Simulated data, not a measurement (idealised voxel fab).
Presented below is a process module, voxel double patterning.
In the cross-section labelled cut, the width is 235 nm and each square cell is 5 nm.
A cross-section is a grid of square cells, given in bands from the top down. A band is one or more rows of cells. It is stipulated that each band's entry specify, in nanometres, the height of the top of the band and then that of its bottom, followed by the materials of the band in left-to-right sequence, each together with its width in nanometres. A single material marked by the word "all across" is understood to fill the band from edge to edge; the word "empty" is understood to denote empty space. A quick word on heights: they are counted from 0, and under that level the wafer as it came to us is one material throughout. The lowest band is different from the rest in having no bottom; it simply continues downward, written as in "0..down". Top row gets the first number, bottom row gets the second, and each row in between changes by the same step: that is how a band width like "30 to 40" works. When a step is marked "no modification", none of the cells in the cross-section changed during that step. Entry "Trapped voids". Content: empty spaces with no open connection to the top, size 8 cells or greater. Each: width x height at distance. Distance: from left edge. Unit: nm. Formally, on a step line, whatever follows the settings is a remark that the simulator itself makes on the step. When a step includes a mask, the "overlay nm" setting on its line states how far to the right of its planned place that mask lay, and negative values state how far to the left.
### The process steps that were planned are listed below
1 RECEIVE: material Si
2 CONFORMAL_DEP: material SiN, thk nm 10
3 DIRECTIONAL_DEP: material SiO2, thk nm 20
4 DIRECTIONAL_DEP: material SiCN, thk nm 5
5 MASKED_ETCH: tone open, mask id FIRST, width nm 15, pitch nm 50, etch materials SiCN, depth nm 5, overlay nm 0
6 DIRECTIONAL_DEP: material aC, thk nm 15
7 PATTERN: tone open, mask id SECOND, material resist, width nm 15, pitch nm 50, thk nm 35, overlay nm 0
8 DIRECTIONAL_ETCH: etch materials aC, depth nm 15
9 STRIP: etch materials resist
10 DIRECTIONAL_ETCH: etch materials SiCN, depth nm 5
11 STRIP: etch materials aC
12 DIRECTIONAL_ETCH: etch materials SiO2, depth nm 20
13 STRIP: etch materials SiCN
### Delivered wafer in cross-section: state after step 1
    0..down = Si all across
    Trapped voids: none
### Here's the wafer cut in cross-section after the module, started and planned just like above, except one thing was done wrong in the run
    30..10 = empty 85 | SiO2 15 | empty 35 | SiO2 15 | empty 85
    10..0 = SiN all across
    0..down = Si all across
    Trapped voids: none
What broke from the plan during processing? step 7 ran as: PATTERN: tone cover, mask id SECOND, material resist, width nm 15, pitch nm 50, thk nm 35, overlay nm 0
